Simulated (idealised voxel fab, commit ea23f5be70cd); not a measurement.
process module | voxel air gaps
cross-section cut | 165 nm wide | cells 5 nm
A cross-section is a grid of square cells, given in bands from the top down. A band is one or more rows of cells.
Each band's line starts with the height of the band's top and of its bottom, in nm. Then come its materials from left to right, each with its width in nm. One material with "throughout" fills the band from edge to edge. "air" is empty space.
Height 0 is the level under which the wafer as received is all one material. The lowest band goes on downwards, as in "0 down".
A width such as "30 to 40" changes by the same amount from each row of cells to the next, from the band's top row to its bottom row.
"no change" after a step means that no cell of the cross-section changed.
closed voids: empty space of 8 cells or more with no open way to the top, each as width x height at its distance from the left edge, in nm
after a step's settings: what the simulator itself notes on the step
overlay nm, on a step with a mask: how far to the right of its planned place the mask lay; to the left if negative
plan
1 op RECEIVE | material Si
2 op CONFORMAL_DEP | material SiO2 | thk nm 15
3 op CONFORMAL_DEP | material SiCN | thk nm 5
4 op DIRECTIONAL_DEP | material SiO2 | thk nm 30
5 op DIRECTIONAL_DEP | material aC | thk nm 10
6 op PATTERN | tone open | mask id LINES | material resist | width nm 15 | pitch nm 40 | thk nm 25 | overlay nm 0
7 op DIRECTIONAL_ETCH | etch materials aC | depth nm 10
8 op STRIP | etch materials resist
9 op DIRECTIONAL_ETCH | etch materials SiO2 | depth nm 30
10 op STRIP | etch materials aC
11 op CONFORMAL_DEP | material TiN | thk nm 5
12 op FILL_DEP | material W | thk nm 10
13 op CMP | height nm 50
14 op EPI | material Ru | thk nm 10
15 op SELECTIVE_ETCH | etch materials SiO2 | depth nm 40
16 op CONFORMAL_DEP | material SiCN | thk nm 5
as received, after step 1
  0 down: Si throughout
  closed voids: none
first wafer at the end, as planned
  65 to 60: air 20 | SiCN 125 | air 20
  60 to 50: air 20 | SiCN 5 | Ru 35 | SiCN 5 | Ru 35 | SiCN 5 | Ru 35 | SiCN 5 | air 20
  50 to 45: air 20 | SiCN 15 | TiN 5 | W 5 | TiN 5 | SiCN 25 | TiN 5 | W 5 | TiN 5 | SiCN 25 | TiN 5 | W 5 | TiN 5 | SiCN 15 | air 20
  45 to 25: air 30 | SiCN 5 | TiN 5 | W 5 | TiN 5 | SiCN 5 | air 15 | SiCN 5 | TiN 5 | W 5 | TiN 5 | SiCN 5 | air 15 | SiCN 5 | TiN 5 | W 5 | TiN 5 | SiCN 5 | air 30
  25 to 20: SiCN 35 | TiN 15 | SiCN 25 | TiN 15 | SiCN 25 | TiN 15 | SiCN 35
  20 to 15: SiCN throughout
  15 to 0: SiO2 throughout
  0 down: Si throughout
  closed voids: 15 x 20 at 55; 15 x 20 at 95
second wafer at the end: like start, like plan, one mistake
  65 to 60: SiCN throughout
  60 to 50: Ru throughout
  50 to 40: W throughout
  40 to 35: TiN 40 | W 5 | TiN 35 | W 5 | TiN 35 | W 5 | TiN 40
  35 to 10: SiO2 35 | TiN 5 | W 5 | TiN 5 | SiO2 25 | TiN 5 | W 5 | TiN 5 | SiO2 25 | TiN 5 | W 5 | TiN 5 | SiO2 35
  10 to 5: SiO2 35 | TiN 15 | SiO2 25 | TiN 15 | SiO2 25 | TiN 15 | SiO2 35
  5 to 0: SiCN throughout
  0 down: Si throughout
  closed voids: none
what went wrong: step 2 was left out
at the end the second wafer has, in cells: 24 more of Ru | 64 fewer of SiCN | 45 more of SiO2 | 30 more of TiN | 69 more of W
closed voids at the end (first wafer, second wafer): 2, 0
